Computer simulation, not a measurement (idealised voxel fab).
Proc. module: voxel gate over fins
The figure presents cross-section cut, which has a width of 215 nm and is divided into square cells with an edge length of 5 nm.
If you're reading a cross-section in this doc, picture square cells in a grid; it comes to you as bands, top ones listed first down to the bottom, and a band can be one or more rows of cells.
Each band's line starts with the height of the band's top and of its bottom, in nm. Then come its materials from left to right, each with its width in nm. One material with "all across" fills the band from edge to edge. "empty" is empty space.
Heights are measured from 0, the level below which the as-received wafer is all one material; the lowest band has no bottom and continues downward, written as in "z 0 and below".
A two-number width, for instance "30..40", indicates that the width is equal to the first number in the top row of the band and to the second number in the bottom row, and that it changes by a constant amount per row of cells.
"same as before" means the step left every cell of the cross-section as it was.
Entry "Sealed-off cavities" = empty spaces >= 8 cells with no open way to the top; each as width x height at distance, distance from left edge, all nm.
Text after the settings on a step's line: the simulator's own remark on that step.
Steps that use a mask can have "overlay nm" on their line. It says how far the mask sat to the right of where it was meant to be. Negative means to the left.
Planned step list for the process
step 1: RECEIVE,material Si
step 2: CONFORMAL_DEP,material SiN,thk nm 10
step 3: PATTERN,tone cover,mask id FINS,material resist,width nm 15,pitch nm 40,thk nm 15,overlay nm 0
step 4: DIRECTIONAL_ETCH,etch materials SiN,depth nm 10
step 5: DIRECTIONAL_ETCH,etch materials Si,depth nm 40
step 6: STRIP,etch materials resist
step 7: FILL_DEP,material SiO2,thk nm 15
step 8: CMP,height nm 10
step 9: SELECTIVE_ETCH,etch materials SiO2,depth nm 20
step 10: STRIP,etch materials SiN
step 11: CONFORMAL_DEP,material HfO2,thk nm 5
step 12: CONFORMAL_DEP,material TiN,thk nm 5
step 13: CONFORMAL_DEP,material TiAl,thk nm 5
step 14: CONFORMAL_DEP,material TiN,thk nm 5
step 15: FILL_DEP,material W,thk nm 15
step 16: CMP,height nm 30
step 17: CONFORMAL_DEP,material SiN,thk nm 10
As-received state of the wafer in cross-section, equivalent to post-step 1
  z 0 and below  Si all across
  Sealed-off cavities: none
The following cross-section depicts the wafer upon conclusion of the module. Processing commenced from the starting condition illustrated above and adhered to the plan illustrated above, save for one mistake in execution
  z 40 to 30  SiN all across
  z 30 to 20  W all across
  z 20 to 15  TiN all across
  z 15 to 10  TiAl all across
  z 10 to 5  TiN all across
  z 5 to 0  45 HfO2; 5 TiN; 35 HfO2; 5 TiN; 35 HfO2; 5 TiN; 35 HfO2; 5 TiN; 45 HfO2
  z 0 to -5  40 Si; 5 HfO2; 5 TiN; 5 HfO2; 25 Si; 5 HfO2; 5 TiN; 5 HfO2; 25 Si; 5 HfO2; 5 TiN; 5 HfO2; 25 Si; 5 HfO2; 5 TiN; 5 HfO2; 40 Si
  z -5 to -10  40 Si; 15 HfO2; 25 Si; 15 HfO2; 25 Si; 15 HfO2; 25 Si; 15 HfO2; 40 Si
  z -10 to -40  40 Si; 15 SiO2; 25 Si; 15 SiO2; 25 Si; 15 SiO2; 25 Si; 15 SiO2; 40 Si
  z -40 and below  Si all across
  Sealed-off cavities: none
Nonconformance to the process plan: it should be noted that step 3 was executed with settings other than those planned, the operation and settings actually applied being PATTERN,tone open,mask id FINS,material resist,width nm 15,pitch nm 40,thk nm 15,overlay nm 0
